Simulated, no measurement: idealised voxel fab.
The process module presented herein is designated voxel ribs on slabs.
For reference, the cross-section in this document is cut, with width 150 nm and square cells of 5 nm.
Cross-section layout: square cells on a grid; listed as bands, top to bottom; a band spans one or more cell rows. For a band, the entry starts with two heights in nm, that of the top and then that of the bottom, and carries on with the band's materials in order from left to right, each alongside its width in nm; the word "full width" beside a single material means it fills the band edge to edge, and "empty" means empty space. The level at which height equals 0 is the one under which the wafer, as it arrives, is entirely one material. No lower edge exists for the bottom band, which continues downward and is notated as in "0 nm and below". A width such as "30..40" changes by the same amount from each row of cells to the next, from the band's top row to its bottom row. Basically "remains unaltered" means that step didn't change any cell in the cross-section. You'll see "Enclosed voids" listing empty spaces that have no way open to the top, as long as they're 8 cells or more; the notation is width x height at distance, where the distance is from the left edge, and all of it is in nm. Where a step's line continues beyond its settings, the continuation is a remark by the simulator itself on that step. "overlay nm", when on a step's line for a step with a mask, measures how far to the right of its planned place the mask lay; a negative measure means to the left.
Here's what the planned process steps look like:
1: RECEIVE [material Si]
2: DIRECTIONAL_DEP [material SiO2] [thk nm 25]
3: DIRECTIONAL_DEP [material SiN] [thk nm 15]
4: PATTERN [tone cover] [mask id RIB] [material resist] [width nm 15] [thk nm 15] [overlay nm 0]
5: DIRECTIONAL_ETCH [etch materials SiN] [depth nm 10]
6: STRIP [etch materials resist]
7: MASKED_ETCH [tone cover] [mask id SLAB] [width nm 55] [etch materials SiN] [depth nm 5] [overlay nm 0]
8: FILL_DEP [material SiO2] [thk nm 15]
9: CMP [height nm 50]
10: DIRECTIONAL_DEP [material TiN] [thk nm 5]
11: PATTERN [tone cover] [mask id HEATER] [material resist] [width nm 25] [thk nm 20] [overlay nm 0]
12: DIRECTIONAL_ETCH [etch materials TiN] [depth nm 5]
13: STRIP [etch materials resist]
14: CONFORMAL_DEP [material SiN] [thk nm 5]
Shown in cross-section is the wafer as received, that is, as it stands after step 1:
- 0 nm and below  Si full width
- Enclosed voids: none
Starting wafer: above. Plan: above. Run: one mistake. Cross-section after the module: below:
- 60 nm to 55 nm  55 of empty; 35 of SiO2; 60 of empty
- 55 nm to 50 nm  60 of SiO2; 25 of TiN; 65 of SiO2
- 50 nm to 40 nm  SiO2 full width
- 40 nm to 30 nm  65 of SiO2; 15 of SiN; 70 of SiO2
- 30 nm to 25 nm  45 of SiO2; 55 of SiN; 50 of SiO2
- 25 nm to 0 nm  SiO2 full width
- 0 nm and below  Si full width
- Enclosed voids: none
It is concluded that the wafer was processed incorrectly with respect to the plan, in that step 14 off recipe, ran as CONFORMAL_DEP [material SiO2] [thk nm 5]
